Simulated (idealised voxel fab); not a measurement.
Herein follows the process module entitled voxel tone inversion.
For reference, the cross-section in this document is cut, with width 210 nm and square cells of 5 nm.
Think of the cross-section as a grid of square cells. We describe it in bands, top to bottom, and each band covers one or more rows of those cells.
Top, bottom (nm), then materials left to right with widths (nm); lone material tagged "everywhere" fills the whole band edge to edge; "air" = empty space.
Beneath 0, the wafer as received is one material, and that level is where height counting begins. The lowest band goes on downward without a bottom; it is written like "0 -> down".
Width spec "30..40" -> top row of cells at first value, bottom row at second value, equal per-row change in between.
For the purposes of this document, the phrase "nothing changed" attached to a step denotes that no cell within the cross-section was modified by that step.
Reported under the label "Closed void roster" are the empty spaces having no open way to the top and comprising 8 cells or more; the notation for each is width x height at distance, in which the distance is measured from the left edge and all three values are in nm.
Post-settings text on a step line: simulator's own remark regarding the step.
overlay nm: where the mask lay relative to plan, measured to the right, on steps with a mask; negatives go left.

Listed below are the process steps as planned:
1 RECEIVE,material Si
2 CONFORMAL_DEP,material SiN,thk nm 5
3 DIRECTIONAL_DEP,material aC,thk nm 25
4 PATTERN,tone cover,mask id POSTS,material resist,width nm 15,pitch nm 45,thk nm 30,overlay nm 0
5 DIRECTIONAL_ETCH,etch materials aC,depth nm 25
6 STRIP,etch materials resist
7 FILL_DEP,material lowk,thk nm 5
8 CMP,height nm 35
9 STRIP,etch materials aC
Wafers differ in thk nm at step 2; plan lists the first wafer's value; identical starting state.

Cross-section, first of several wafers, as delivered after step 1:
    0 -> down: Si everywhere
    Closed void roster: none

Last step of the module is step 9; after it, the first of several wafers in cross-section:
    35 -> 30: lowk everywhere
    30 -> 5: lowk: 75, aC: 15, lowk: 30, aC: 15, lowk: 75
    5 -> 0: SiN everywhere
    0 -> down: Si everywhere
    Closed void roster: none

Last-wafer cross-section at the end of the module:
    35 -> 25: lowk: 75, air: 15, lowk: 30, air: 15, lowk: 75
    25 -> 0: SiN everywhere
    0 -> down: Si everywhere
    Closed void roster: none

The table below has one row for each wafer; a row shows, as of the end of the module, how many cells of each material the wafer has gained, marked (+), or lost, marked (-), since it was received, and then the wafer's closed voids:
thk nm 5; +42 SiN; +30 aC; +222 lowk; Closed void roster: none
thk nm 10; +84 SiN; +180 lowk; Closed void roster: none
thk nm 15; +126 SiN; +144 lowk; Closed void roster: none
thk nm 20; +168 SiN; +108 lowk; Closed void roster: none
thk nm 25; +210 SiN; +72 lowk; Closed void roster: none
